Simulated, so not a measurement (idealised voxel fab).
Name of the process module below: voxel self aligned contacts
Square cells of 5 nm make up the cross-section cut, whose width is 260 nm.
Bands, listed from the top down, are how a cross-section gets written in this document; the cross-section itself is a grid of square cells, and a band is one or more rows of them. Basically the band line says how high the top is and how high the bottom is, in nm, and then what's in it from left to right, every material with its width in nm. Empty space shows up as "air", and if a single material carries "throughout" it runs the full band edge to edge. Height is counted from the level 0, under which the received wafer is composed throughout of one material. The lowest of the bands is not closed at the bottom but continues downward, in the notation "z 0 and below". It should be noted that a width expressed as "30 to 40" varies in equal increments from row to row of cells within the band, taking the value of the first number at the top row and that of the second number at the bottom row. Take "nothing different" at face value: in the step it is given for, the cross-section changed in none of its cells. Closed empty spaces (no open way to the top) of 8 cells or more are what "Sealed internal cavities" lists, each as width x height at distance from the left edge, nm for all three. On a step's line, text after the settings is the simulator commenting on that step. On any step carrying a mask, the "overlay nm" setting, if present on the step's line, tells how far right of its planned place the mask lay; negative values point to the left.

-- List of planned process steps
| 1 | RECEIVE | material Si |
| 2 | OXIDIZE | depth nm 5 |
| 3 | DIRECTIONAL_DEP | material polySi | thk nm 30 |
| 4 | DIRECTIONAL_DEP | material SiN | thk nm 15 |
| 5 | DIRECTIONAL_DEP | material aC | thk nm 10 |
| 6 | PATTERN | tone cover | mask id GATE | material resist | width nm 30 | pitch nm 55 | thk nm 30 | overlay nm 0 |
| 7 | DIRECTIONAL_ETCH | etch materials aC | depth nm 10 |
| 8 | STRIP | etch materials resist |
| 9 | DIRECTIONAL_ETCH | etch materials SiN | depth nm 15 |
| 10 | DIRECTIONAL_ETCH | etch materials polySi | depth nm 30 |
| 11 | STRIP | etch materials aC |
| 12 | CONFORMAL_DEP | material SiN | thk nm 5 |
| 13 | DIRECTIONAL_ETCH | etch materials SiN | depth nm 5 |
| 14 | FILL_DEP | material SiO2 | thk nm 15 |
| 15 | CMP | height nm 50 |
| 16 | MASKED_ETCH | tone open | mask id CONTACT | width nm 35 | etch materials SiO2 | depth nm 55 | overlay nm 0 |
| 17 | CONFORMAL_DEP | material TiN | thk nm 5 |
| 18 | FILL_DEP | material Ru | thk nm 5 |
| 19 | CMP | height nm 50 |
| 20 | CONFORMAL_DEP | material SiN | thk nm 5 |

-- First of two wafers, with the run carried out as planned

-- Delivered wafer in cross-section: state after step 1
  z 0 and below: Si throughout
  Sealed internal cavities: none

-- Presented here is a cross-section of the wafer after step 2 has been performed
  z 0 to -5: SiO2 throughout
  Below -5 it's all the same as before, nothing changed down there.

-- Presented here is a cross-section of the wafer after step 3 has been performed
  z 30 to 0: polySi throughout
  Below 0 it's all the same as before, nothing changed down there.

-- Presented here is a cross-section of the wafer after step 4 has been performed
  z 45 to 30: SiN throughout
  Below 30 it's all the same as before, nothing changed down there.

-- Presented here is a cross-section of the wafer after step 5 has been performed
  z 55 to 45: aC throughout
  Below 45 it's all the same as before, nothing changed down there.

-- Presented here is a cross-section of the wafer after step 6 has been performed
  z 85 to 55: air=85, then resist=30, then air=25, then resist=30, then air=90
  Below 55 it's all the same as before, nothing changed down there.

-- Presented here is a cross-section of the wafer after step 7 has been performed
  z 75 to 55: air=85, then resist=30, then air=25, then resist=30, then air=90
  z 55 to 45: air=85, then aC=30, then air=25, then aC=30, then air=90
  Below 45 it's all the same as before, nothing changed down there.

-- Presented here is a cross-section of the wafer after step 8 has been performed
  z 55 to 45: air=85, then aC=30, then air=25, then aC=30, then air=90
  Below 45 it's all the same as before, nothing changed down there.

-- Presented here is a cross-section of the wafer after step 9 has been performed
  z 55 to 45: air=85, then aC=30, then air=25, then aC=30, then air=90
  z 45 to 30: air=85, then SiN=30, then air=25, then SiN=30, then air=90
  Below 30 it's all the same as before, nothing changed down there.

-- Presented here is a cross-section of the wafer after step 10 has been performed
  z 55 to 45: air=85, then aC=30, then air=25, then aC=30, then air=90
  z 45 to 30: air=85, then SiN=30, then air=25, then SiN=30, then air=90
  z 30 to 0: air=85, then polySi=30, then air=25, then polySi=30, then air=90
  Below 0 it's all the same as before, nothing changed down there.

-- Presented here is a cross-section of the wafer after step 11 has been performed
  z 45 to 30: air=85, then SiN=30, then air=25, then SiN=30, then air=90
  Below 30 it's all the same as before, nothing changed down there.

-- Presented here is a cross-section of the wafer after step 12 has been performed
  z 50 to 30: air=80, then SiN=40, then air=15, then SiN=40, then air=85
  z 30 to 5: air=80, then SiN=5, then polySi=30, then SiN=5, then air=15, then SiN=5, then polySi=30, then SiN=5, then air=85
  z 5 to 0: SiN=85, then polySi=30, then SiN=25, then polySi=30, then SiN=90
  Below 0 it's all the same as before, nothing changed down there.

-- Presented here is a cross-section of the wafer after step 13 has been performed
  z 45 to 30: air=80, then SiN=40, then air=15, then SiN=40, then air=85
  z 30 to 0: air=80, then SiN=5, then polySi=30, then SiN=5, then air=15, then SiN=5, then polySi=30, then SiN=5, then air=85
  Below 0 it's all the same as before, nothing changed down there.

-- Presented here is a cross-section of the wafer after step 14 has been performed
  z 60 to 45: SiO2 throughout
  z 45 to 30: SiO2=80, then SiN=40, then SiO2=15, then SiN=40, then SiO2=85
  z 30 to 0: SiO2=80, then SiN=5, then polySi=30, then SiN=5, then SiO2=15, then SiN=5, then polySi=30, then SiN=5, then SiO2=85
  Below 0 it's all the same as before, nothing changed down there.

-- Presented here is a cross-section of the wafer after step 15 has been performed
  z 50 to 45: SiO2 throughout
  Below 45 it's all the same as before, nothing changed down there.

-- Presented here is a cross-section of the wafer after step 16 has been performed
  z 50 to 45: SiO2=110, then air=35, then SiO2=115
  z 45 to 30: SiO2=80, then SiN=40, then air=15, then SiN=40, then SiO2=85
  z 30 to 0: SiO2=80, then SiN=5, then polySi=30, then SiN=5, then air=15, then SiN=5, then polySi=30, then SiN=5, then SiO2=85
  z 0 to -5: SiO2=120, then air=15, then SiO2=125
  Below -5 it's all the same as before, nothing changed down there.

-- Presented here is a cross-section of the wafer after step 17 has been performed
  z 55 to 50: TiN=115, then air=25, then TiN=120
  z 50 to 45: SiO2=110, then TiN=15, then air=5, then TiN=15, then SiO2=115
  z 45 to 30: SiO2=80, then SiN=40, then TiN=5, then air=5, then TiN=5, then SiN=40, then SiO2=85
  z 30 to 0: SiO2=80, then SiN=5, then polySi=30, then SiN=5, then TiN=5, then air=5, then TiN=5, then SiN=5, then polySi=30, then SiN=5, then SiO2=85
  z 0 to -5: SiO2=120, then TiN=15, then SiO2=125
  Below -5 it's all the same as before, nothing changed down there.

-- Presented here is a cross-section of the wafer after step 18 has been performed
  z 60 to 55: Ru throughout
  z 55 to 50: TiN=115, then Ru=25, then TiN=120
  z 50 to 45: SiO2=110, then TiN=15, then Ru=5, then TiN=15, then SiO2=115
  z 45 to 30: SiO2=80, then SiN=40, then TiN=5, then Ru=5, then TiN=5, then SiN=40, then SiO2=85
  z 30 to 0: SiO2=80, then SiN=5, then polySi=30, then SiN=5, then TiN=5, then Ru=5, then TiN=5, then SiN=5, then polySi=30, then SiN=5, then SiO2=85
  Below 0 it's all the same as before, nothing changed down there.

-- Presented here is a cross-section of the wafer after step 19 has been performed
  z 50 to 45: SiO2=110, then TiN=15, then Ru=5, then TiN=15, then SiO2=115
  Below 45 it's all the same as before, nothing changed down there.

-- Presented here is a cross-section of the wafer after step 20 has been performed
  z 55 to 50: SiN throughout
  Below 50 it's all the same as before, nothing changed down there.

-- Second Wafer (Identical Start and Plan, One Processing Error; Matches First Wafer Through Step 11)

-- Second wafer at the planned finish of step 12, seen in cross-section
  z 40 to 30: air=85, then SiN=30, then air=25, then SiN=30, then air=90
  Below 30 it's all the same as before, nothing changed down there.

-- Second wafer at the planned finish of step 13, seen in cross-section
  z 45 to 30: air=80, then SiN=40, then air=15, then SiN=40, then air=85
  z 30 to 5: air=80, then SiN=5, then polySi=30, then SiN=5, then air=15, then SiN=5, then polySi=30, then SiN=5, then air=85
  z 5 to 0: SiN=85, then polySi=30, then SiN=25, then polySi=30, then SiN=90
  Below 0 it's all the same as before, nothing changed down there.

-- Second wafer at the planned finish of step 14, seen in cross-section
  z 60 to 45: SiO2 throughout
  z 45 to 30: SiO2=80, then SiN=40, then SiO2=15, then SiN=40, then SiO2=85
  z 30 to 5: SiO2=80, then SiN=5, then polySi=30, then SiN=5, then SiO2=15, then SiN=5, then polySi=30, then SiN=5, then SiO2=85
  Below 5 it's all the same as before, nothing changed down there.

-- Second wafer at the planned finish of step 15, seen in cross-section
  z 50 to 45: SiO2 throughout
  Below 45 it's all the same as before, nothing changed down there.

-- Second wafer at the planned finish of step 16, seen in cross-section
  z 50 to 45: SiO2=110, then air=35, then SiO2=115
  z 45 to 30: SiO2=80, then SiN=40, then air=15, then SiN=40, then SiO2=85
  z 30 to 5: SiO2=80, then SiN=5, then polySi=30, then SiN=5, then air=15, then SiN=5, then polySi=30, then SiN=5, then SiO2=85
  Below 5 it's all the same as before, nothing changed down there.

-- Second wafer at the planned finish of step 17, seen in cross-section
  z 55 to 50: TiN=115, then air=25, then TiN=120
  z 50 to 45: SiO2=110, then TiN=15, then air=5, then TiN=15, then SiO2=115
  z 45 to 30: SiO2=80, then SiN=40, then TiN=5, then air=5, then TiN=5, then SiN=40, then SiO2=85
  z 30 to 10: SiO2=80, then SiN=5, then polySi=30, then SiN=5, then TiN=5, then air=5, then TiN=5, then SiN=5, then polySi=30, then SiN=5, then SiO2=85
  z 10 to 5: SiO2=80, then SiN=5, then polySi=30, then SiN=5, then TiN=15, then SiN=5, then polySi=30, then SiN=5, then SiO2=85
  Below 5 it's all the same as before, nothing changed down there.

-- Second wafer at the planned finish of step 18, seen in cross-section
  z 60 to 55: Ru throughout
  z 55 to 50: TiN=115, then Ru=25, then TiN=120
  z 50 to 45: SiO2=110, then TiN=15, then Ru=5, then TiN=15, then SiO2=115
  z 45 to 30: SiO2=80, then SiN=40, then TiN=5, then Ru=5, then TiN=5, then SiN=40, then SiO2=85
  z 30 to 10: SiO2=80, then SiN=5, then polySi=30, then SiN=5, then TiN=5, then Ru=5, then TiN=5, then SiN=5, then polySi=30, then SiN=5, then SiO2=85
  Below 10 it's all the same as before, nothing changed down there.

-- Second wafer at the planned finish of step 19, seen in cross-section
  z 50 to 45: SiO2=110, then TiN=15, then Ru=5, then TiN=15, then SiO2=115
  Below 45 it's all the same as before, nothing changed down there.

-- Second wafer at the planned finish of step 20, seen in cross-section
  z 55 to 50: SiN throughout
  Below 50 it's all the same as before, nothing changed down there.
Which mistake was made when the wafer was run? steps 12 and 13 got flipped, so each one ran where the other should have
End check, counted in cells, second wafer has more or fewer of these materials than the first: Ru -2, SiN +36, SiO2 -30, TiN -4
